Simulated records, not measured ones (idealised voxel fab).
Process module under the name voxel self aligned vias
We display cut, a cross-section 300 nm in width whose square cells are each 5 nm.
For the purposes of this document, a cross-section shall be understood as a grid of square cells, specified as bands listed in top-to-bottom order, each band consisting of one or more rows of cells.
For a band, the entry starts with two heights in nm, that of the top and then that of the bottom, and carries on with the band's materials in order from left to right, each alongside its width in nm; the word "edge to edge" beside a single material means it fills the band edge to edge, and "empty" means empty space.
Below 0: as-received wafer, all one material; heights counted from there. Lowest band: no bottom, goes on down, written "z 0 and below".
A width such as "30 to 40" changes by the same amount from each row of cells to the next, from the band's top row to its bottom row.
Where a step carries "everything unchanged", the cross-section came out of it unchanged, cell for cell.
So "Closed empty spaces" is basically the list of trapped voids: any empty space of 8 cells or more that can't reach the top through an opening. They're written width x height at distance, the distance being from the left edge, and it's all nm.
It should be noted that, on the line of a given step, the content following the step's settings is a remark produced by the simulator itself with respect to that step.
overlay nm: mask offset rightward from planned place, masked step; negative means leftward offset.

[Here's what the planned process steps look like]
1: RECEIVE (material Si)
2: CONFORMAL_DEP (material SiO2; thk nm 10)
3: CONFORMAL_DEP (material SiCN; thk nm 5)
4: DIRECTIONAL_DEP (material lowk; thk nm 20)
5: DIRECTIONAL_DEP (material aC; thk nm 10)
6: PATTERN (tone open; mask id LINES; material resist; width nm 20; pitch nm 70; thk nm 30; overlay nm 0)
7: DIRECTIONAL_ETCH (etch materials aC; depth nm 10)
8: STRIP (etch materials resist)
9: DIRECTIONAL_ETCH (etch materials lowk; depth nm 20)
10: STRIP (etch materials aC)
11: CONFORMAL_DEP (material TiN; thk nm 5)
12: FILL_DEP (material W; thk nm 10)
13: CMP (height nm 35)
14: SELECTIVE_ETCH (etch materials W Ru TiN; depth nm 5)
15: FILL_DEP (material SiN; thk nm 5)
16: CMP (height nm 25)
17: DIRECTIONAL_DEP (material lowk; thk nm 20)
18: PATTERN (tone open; mask id VIAS; material resist; width nm 40; thk nm 20; overlay nm 0)
19: DIRECTIONAL_ETCH (etch materials lowk; depth nm 20)
20: DIRECTIONAL_ETCH (etch materials SiN; depth nm 5)
21: STRIP (etch materials resist)
22: CONFORMAL_DEP (material TiN; thk nm 5)
23: FILL_DEP (material W; thk nm 10)
24: CMP (height nm 55)
25: CONFORMAL_DEP (material SiN; thk nm 5)
Where the wafers of this document differ is in the height nm of step 16; they start out the same, and the plan states the value that applied to the first wafer.

[The first of several wafers, as received after step 1, seen in section]
- z 0 and below: Si edge to edge
- Closed empty spaces: none

[So in this table every wafer gets its own row, and what you see is where it stands at the end of the module: for each material, how many cells it picked up (+) or gave up (-) since we received it, and after that its closed voids]
height nm 25, +60 SiCN, +60 SiN, +120 SiO2, +80 TiN, +88 W, +312 lowk, Closed empty spaces: none
height nm 30, +60 SiCN, +60 SiN, +120 SiO2, +84 TiN, +32 W, +364 lowk, Closed empty spaces: none
height nm 35, +60 SiCN, +64 SiN, +120 SiO2, +32 TiN, +28 W, +416 lowk, Closed empty spaces: none
height nm 40, +60 SiCN, +120 SiN, +120 SiO2, +30 TiN, +26 W, +364 lowk, Closed empty spaces: none
